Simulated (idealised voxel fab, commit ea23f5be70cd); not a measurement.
Title: Process Module voxel gate over fins
150 nm wide, 5 nm square cells: that's cross-section cut.
For the purposes of this document, a cross-section shall be understood as a grid of square cells, specified as bands listed in top-to-bottom order, each band consisting of one or more rows of cells. Top, bottom (nm), then materials left to right with widths (nm); lone material tagged "everywhere" fills the whole band edge to edge; "empty" = empty space. Heights are expressed relative to 0, this being the level below which the as-received wafer comprises one material exclusively. The lowest band is unbounded in the downward direction and is denoted as in "0 nm and below". A width given as "30 to 40" starts at the first number in the band's top row and ends at the second number in its bottom row, shifting by an equal amount at every step from row to row. The cross-section has no changed cell in any step marked "identical to before". "Closed void register" contains a list of empty spaces, each no smaller than 8 cells and without an open way to the top, written in the form width x height at distance with the distance from the left edge and all three in nm. On each step's line, the part that comes after the settings is the simulator's own comment on the step. Steps that use a mask can have "overlay nm" on their line. It says how far the mask sat to the right of where it was meant to be. Negative means to the left.
The planned process steps are enumerated hereunder
- 1: RECEIVE, material Si
- 2: CONFORMAL_DEP, material SiN, thk nm 10
- 3: PATTERN, tone cover, mask id FINS, material resist, width nm 15, pitch nm 35, thk nm 15, overlay nm 0
- 4: DIRECTIONAL_ETCH, etch materials SiN, depth nm 10
- 5: DIRECTIONAL_ETCH, etch materials Si, depth nm 30
- 6: STRIP, etch materials resist
- 7: OXIDIZE, depth nm 5
- 8: FILL_DEP, material SiO2, thk nm 10
- 9: CMP, height nm 10
- 10: SELECTIVE_ETCH, etch materials SiO2, depth nm 20
- 11: STRIP, etch materials SiN
- 12: CONFORMAL_DEP, material HfO2, thk nm 5
- 13: CONFORMAL_DEP, material TiN, thk nm 5
- 14: CONFORMAL_DEP, material TiAl, thk nm 5
- 15: CONFORMAL_DEP, material TiN, thk nm 5
- 16: FILL_DEP, material W, thk nm 10
- 17: CMP, height nm 25
- 18: CONFORMAL_DEP, material SiN, thk nm 5
As-received wafer cross-section (after step 1)
- 0 nm and below = Si everywhere
- Closed void register: none
The cross-section shown corresponds to the wafer at the conclusion of the module. The initial structure and the process plan are those presented above; however, one mistake occurred in executing the plan
- 30 nm to 25 nm = SiN everywhere
- 25 nm to 20 nm = W everywhere
- 20 nm to 15 nm = 20 of W  115 of TiN  15 of W
- 15 nm to 10 nm = 20 of W  5 of TiN  105 of TiAl  5 of TiN  15 of W
- 10 nm to 5 nm = 25 of TiN  5 of TiAl  25 of TiN  10 of TiAl  25 of TiN  10 of TiAl  25 of TiN  5 of TiAl  20 of TiN
- 5 nm to 0 nm = 30 of TiAl  5 of TiN  15 of HfO2  5 of TiN  10 of TiAl  5 of TiN  15 of HfO2  5 of TiN  10 of TiAl  5 of TiN  15 of HfO2  5 of TiN  25 of TiAl
- 0 nm to -5 nm = 35 of TiN  5 of HfO2  5 of Si  5 of HfO2  20 of TiN  5 of HfO2  5 of Si  5 of HfO2  20 of TiN  5 of HfO2  5 of Si  5 of HfO2  30 of TiN
- -5 nm to -10 nm = 40 of HfO2  5 of Si  30 of HfO2  5 of Si  30 of HfO2  5 of Si  35 of HfO2
- -10 nm to -35 nm = 40 of SiO2  5 of Si  30 of SiO2  5 of Si  30 of SiO2  5 of Si  35 of SiO2
- -35 nm and below = Si everywhere
- Closed void register: none
Processing error: step 3 was run on a setting that differed from the plan, and what really ran there is PATTERN, tone cover, mask id FINS, material resist, width nm 15, pitch nm 35, thk nm 15, overlay nm 5
